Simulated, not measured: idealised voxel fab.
process module | voxel capacitor over wiring
Each square cell in cross-section cut measures 5 nm, and the section as a whole is 140 nm wide.
A cross-section is a grid of square cells, given in bands from the top down. A band is one or more rows of cells. Within each band entry, the heights of the top and of the bottom of the band appear first, in that order and in nm; the materials of the band then follow from left to right, each with its corresponding width in nm. The designation "full width" on a single material indicates that it fills the band from edge to edge; the designation "blank" indicates empty space. Basically, 0 is our baseline, since under it the wafer straight out of the box is all one material. The bottom band has no lower end and keeps on going down, so it looks like "z 0 and below". Per-row width for "30 to 40": begins at first number (top row of band), ends at second number (bottom row), increment between rows held constant. Given "same as before" for a step, no cell of the cross-section differs between before and after that step. "Closed void table" means: voids of 8 cells or more that are shut off from the top with no open way through. Written width x height at distance, distance from the left edge, in nm. after a step's settings: what the simulator itself notes on the step. You can add "overlay nm" to a step's line. For a step with a mask, it describes how far the mask lay to the right of its planned position, and a negative number describes a lay to the left.

Set out below are the planned steps of the process
1 RECEIVE with material Si
2 CONFORMAL_DEP with material SiO2, thk nm 10
3 CONFORMAL_DEP with material SiN, thk nm 5
4 DIRECTIONAL_DEP with material lowk, thk nm 20
5 MASKED_ETCH with tone open, mask id METAL_1, width nm 20, pitch nm 85, etch materials lowk, depth nm 20, overlay nm 0
6 MASKED_ETCH with tone open, mask id METAL_1, width nm 20, pitch nm 85, etch materials SiN, depth nm 5, overlay nm 0
7 CONFORMAL_DEP with material TiN, thk nm 5
8 FILL_DEP with material Ru, thk nm 10
9 CMP with height nm 35
10 CONFORMAL_DEP with material SiCN, thk nm 5
11 DIRECTIONAL_DEP with material SiO2, thk nm 10
12 MASKED_ETCH with tone open, mask id PLUG_1, width nm 15, etch materials SiO2, depth nm 10, overlay nm -5
13 MASKED_ETCH with tone open, mask id PLUG_1, width nm 15, etch materials SiCN, depth nm 5, overlay nm 0
14 EPI with material Ru, thk nm 10
15 EPI with material Ru, thk nm 5
16 DIRECTIONAL_DEP with material TiN, thk nm 5
17 DIRECTIONAL_DEP with material SiN, thk nm 5
18 DIRECTIONAL_DEP with material TiN, thk nm 10
19 DIRECTIONAL_DEP with material aC, thk nm 10
20 PATTERN with tone cover, mask id UPPER_PLATE, material resist, width nm 70, thk nm 30, overlay nm 0
21 DIRECTIONAL_ETCH with etch materials aC, depth nm 10
22 STRIP with etch materials resist
23 DIRECTIONAL_ETCH with etch materials TiN, depth nm 10
24 DIRECTIONAL_ETCH with etch materials SiN, depth nm 5
25 STRIP with etch materials aC
26 DIRECTIONAL_DEP with material aC, thk nm 15
27 PATTERN with tone cover, mask id LOWER_PLATE, material resist, width nm 80, thk nm 35, overlay nm 0
28 DIRECTIONAL_ETCH with etch materials aC, depth nm 15
29 STRIP with etch materials resist
30 DIRECTIONAL_ETCH with etch materials TiN, depth nm 5
31 STRIP with etch materials aC
32 FILL_DEP with material SiO2, thk nm 15
33 CMP with height nm 80
34 PATTERN with tone open, mask id PLUG_2, material resist, width nm 15, thk nm 15, overlay nm 0
35 DIRECTIONAL_ETCH with etch materials SiO2, depth nm 10
36 STRIP with etch materials resist
37 CONFORMAL_DEP with material TiN, thk nm 5
38 FILL_DEP with material Cu, thk nm 10
39 CMP with height nm 80
40 CONFORMAL_DEP with material SiN, thk nm 5
Wafer-to-wafer difference: overlay nm, step 12. Common start. Plan = first wafer's value.

Cross-section of the first of several wafers as received (after step 1)
    z 0 and below  Si full width
    Closed void table: none

Cross-section, first of several wafers, end of module, after last step 40
    z 85 to 80  SiN full width
    z 80 to 75  SiO2: 30, TiN: 5, Cu: 5, TiN: 5, SiO2: 95
    z 75 to 70  SiO2: 30, TiN: 15, SiO2: 95
    z 70 to 60  SiO2: 20, TiN: 70, SiO2: 50
    z 60 to 55  SiO2: 20, SiN: 70, SiO2: 50
    z 55 to 50  SiO2: 15, TiN: 80, SiO2: 45
    z 50 to 40  SiO2: 15, Ru: 15, SiO2: 110
    z 40 to 35  SiCN: 20, Ru: 10, SiCN: 110
    z 35 to 15  lowk: 15, TiN: 5, Ru: 10, TiN: 5, lowk: 65, TiN: 5, Ru: 10, TiN: 5, lowk: 20
    z 15 to 10  SiN: 15, TiN: 20, SiN: 65, TiN: 20, SiN: 20
    z 10 to 0  SiO2 full width
    z 0 and below  Si full width
    Closed void table: none

Cross-section, module end, final of several wafers
    z 85 to 80  SiN full width
    z 80 to 75  SiO2: 30, TiN: 5, Cu: 5, TiN: 5, SiO2: 95
    z 75 to 70  SiO2: 30, TiN: 15, SiO2: 95
    z 70 to 60  SiO2: 20, TiN: 15, SiO2: 15, TiN: 40, SiO2: 50
    z 60 to 55  SiO2: 20, SiN: 15, TiN: 15, SiN: 40, SiO2: 50
    z 55 to 50  SiO2: 15, TiN: 80, SiO2: 45
    z 50 to 45  SiO2: 35, SiN: 15, SiO2: 90
    z 45 to 40  SiO2: 35, TiN: 15, SiO2: 90
    z 40 to 35  SiCN full width
    z 35 to 15  lowk: 15, TiN: 5, Ru: 10, TiN: 5, lowk: 65, TiN: 5, Ru: 10, TiN: 5, lowk: 20
    z 15 to 10  SiN: 15, TiN: 20, SiN: 65, TiN: 20, SiN: 20
    z 10 to 0  SiO2 full width
    z 0 and below  Si full width
    Closed void table: none

Per wafer (row), end of module: delta in cells per material since receipt, (+) for gained, (-) for lost; closed voids after that
overlay nm -5; +1 Cu; +24 Ru; +26 SiCN; +62 SiN; +210 SiO2; +73 TiN; +80 lowk; Closed void table: none
overlay nm 0; +1 Cu; +25 Ru; +25 SiCN; +62 SiN; +210 SiO2; +73 TiN; +80 lowk; Closed void table: none
overlay nm 5; +1 Cu; +24 Ru; +26 SiCN; +62 SiN; +210 SiO2; +73 TiN; +80 lowk; Closed void table: none
overlay nm 10; +1 Cu; +23 Ru; +27 SiCN; +62 SiN; +210 SiO2; +73 TiN; +80 lowk; Closed void table: none
overlay nm 15; +1 Cu; +16 Ru; +28 SiCN; +62 SiN; +216 SiO2; +73 TiN; +80 lowk; Closed void table: none
